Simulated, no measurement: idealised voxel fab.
The document below concerns the process module designated voxel released beams.
This is section cut - it's 240 nm across, gridded in 5 nm square cells.
Throughout this document, each cross-section is represented as a grid of square cells and is presented as a sequence of bands enumerated from the top downward, where a band comprises one or more rows of cells.
Quick guide to a band line: top height, bottom height (nm) up front; then every material left to right with its width in nm. Only one material and it's marked "throughout"? Then it fills the band edge to edge. And "blank" just means empty space.
The level at which height equals 0 is the one under which the wafer, as it arrives, is entirely one material. No lower edge exists for the bottom band, which continues downward and is notated as in "0 down".
Think of "30->40" as a width that walks from the first number to the second as you go down the band, top row to bottom row, taking equal-sized steps from row to row.
Where a step carries "no change occurred", the cross-section came out of it unchanged, cell for cell.
You'll see "Closed internal voids" listing empty spaces that have no way open to the top, as long as they're 8 cells or more; the notation is width x height at distance, where the distance is from the left edge, and all of it is in nm.
Where a step's line continues beyond its settings, the continuation is a remark by the simulator itself on that step.
On any step carrying a mask, the "overlay nm" setting, if present on the step's line, tells how far right of its planned place the mask lay; negative values point to the left.

Below is the list of planned process steps:
1: RECEIVE,material Si
2: CONFORMAL_DEP,material SiN,thk nm 5
3: DIRECTIONAL_DEP,material SiO2,thk nm 15
4: PATTERN,tone open,mask id ANCHOR,material resist,width nm 40,thk nm 15,overlay nm 0
5: DIRECTIONAL_ETCH,etch materials SiO2,depth nm 15
6: STRIP,etch materials resist
7: CONFORMAL_DEP,material TiN,thk nm 15
8: MASKED_ETCH,tone cover,mask id BEAM,width nm 85,etch materials TiN,depth nm 15,overlay nm 0
9: STRIP,etch materials SiO2

Received-state cross-section, reflecting completion of step 1:
- 0 down  Si throughout
- Closed internal voids: none

The module was run from the start shown above using the plan shown above, but one mistake was made doing it; the resulting wafer cross-section is below:
- 35 to 25  blank=75 | TiN=20 | blank=10 | TiN=55 | blank=80
- 25 to 20  TiN=95 | blank=10 | TiN=135
- 20 to 5  SiO2=80 | TiN=40 | SiO2=120
- 5 to 0  SiN throughout
- 0 down  Si throughout
- Closed internal voids: none
What was done differently from what was planned? for step 8, the planned setting was not used; the step was instead run as MASKED_ETCH,tone cover,mask id BEAM,width nm 85,etch materials TiN,depth nm 10,overlay nm 0
